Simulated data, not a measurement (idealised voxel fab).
Herein follows the process module entitled voxel trench capacitor.
Cross-section cut: width 185 nm, square cells of 5 nm.
We lay out every cross-section as a grid of square cells and spell it out in bands from the top down, where one band means one or more rows of cells.
First you get the band's top height and its bottom height, in nm, and then the materials it's made of, left to right, with each width in nm. If you see a single material with "edge to edge", that one covers the band edge to edge. "blank" is empty space.
The reference from which all heights are counted is 0, the level beneath which the as-received wafer is entirely one material; the lowest band, having no lower bound, proceeds downward and is written after the example "0 down".
Top row gets the first number, bottom row gets the second, and each row in between changes by the same step: that is how a band width like "30 to 40" works.
Given "remained the same" for a step, no cell of the cross-section differs between before and after that step.
The entry "Sealed cavities" lists the empty spaces that cover at least 8 cells and have no open path to the top. Each is written as width x height at distance, where the distance is measured from the left edge and all three values are in nm.
Whatever follows a step's settings on its line is a remark the simulator itself makes about that step.
For masked steps, "overlay nm" on the step line gives how far right of plan the mask actually lay; a minus sign means it lay to the left.
# Below is the list of planned process steps
1. RECEIVE,material Si
2. CONFORMAL_DEP,material SiN,thk nm 5
3. DIRECTIONAL_DEP,material aC,thk nm 10
4. PATTERN,tone open,mask id TRENCH,material resist,width nm 20,pitch nm 45,thk nm 25,overlay nm 0
5. DIRECTIONAL_ETCH,etch materials aC,depth nm 10
6. STRIP,etch materials resist
7. DIRECTIONAL_ETCH,etch materials SiN,depth nm 5
8. DIRECTIONAL_ETCH,etch materials Si,depth nm 40
9. STRIP,etch materials aC
10. CONFORMAL_DEP,material Al2O3,thk nm 5
11. FILL_DEP,material polySi,thk nm 10
12. CMP,height nm 5
# Incoming wafer in cross-section (state: after step 1)
    0 down | Si edge to edge
    Sealed cavities: none
# First of two wafers at the end of the module, shown in cross-section; run carried out as planned
    5 to 0 | SiN: 15 / Al2O3: 5 / polySi: 10 / Al2O3: 5 / SiN: 25 / Al2O3: 5 / polySi: 10 / Al2O3: 5 / SiN: 25 / Al2O3: 5 / polySi: 10 / Al2O3: 5 / SiN: 25 / Al2O3: 5 / polySi: 10 / Al2O3: 5 / SiN: 15
    0 to -35 | Si: 15 / Al2O3: 5 / polySi: 10 / Al2O3: 5 / Si: 25 / Al2O3: 5 / polySi: 10 / Al2O3: 5 / Si: 25 / Al2O3: 5 / polySi: 10 / Al2O3: 5 / Si: 25 / Al2O3: 5 / polySi: 10 / Al2O3: 5 / Si: 15
    -35 to -40 | Si: 15 / Al2O3: 20 / Si: 25 / Al2O3: 20 / Si: 25 / Al2O3: 20 / Si: 25 / Al2O3: 20 / Si: 15
    -40 down | Si edge to edge
    Sealed cavities: none
# Wafer two (of two), end-of-module cross-section: start = wafer one, plan = wafer one, one run mistake
    5 to 0 | SiN: 15 / Al2O3: 5 / polySi: 10 / Al2O3: 5 / SiN: 25 / Al2O3: 5 / polySi: 10 / Al2O3: 5 / SiN: 25 / Al2O3: 5 / polySi: 10 / Al2O3: 5 / SiN: 25 / Al2O3: 5 / polySi: 10 / Al2O3: 5 / SiN: 15
    0 to -45 | Si: 15 / Al2O3: 5 / polySi: 10 / Al2O3: 5 / Si: 25 / Al2O3: 5 / polySi: 10 / Al2O3: 5 / Si: 25 / Al2O3: 5 / polySi: 10 / Al2O3: 5 / Si: 25 / Al2O3: 5 / polySi: 10 / Al2O3: 5 / Si: 15
    -45 to -50 | Si: 15 / Al2O3: 20 / Si: 25 / Al2O3: 20 / Si: 25 / Al2O3: 20 / Si: 25 / Al2O3: 20 / Si: 15
    -50 down | Si edge to edge
    Sealed cavities: none
What was done differently from what was planned? for step 8, the planned setting was not used; the step was instead run as DIRECTIONAL_ETCH,etch materials Si,depth nm 50
Wrapping up, a cell-based count of both wafers puts the second over or under the first for these materials: +16 Al2O3, -32 Si, +16 polySi
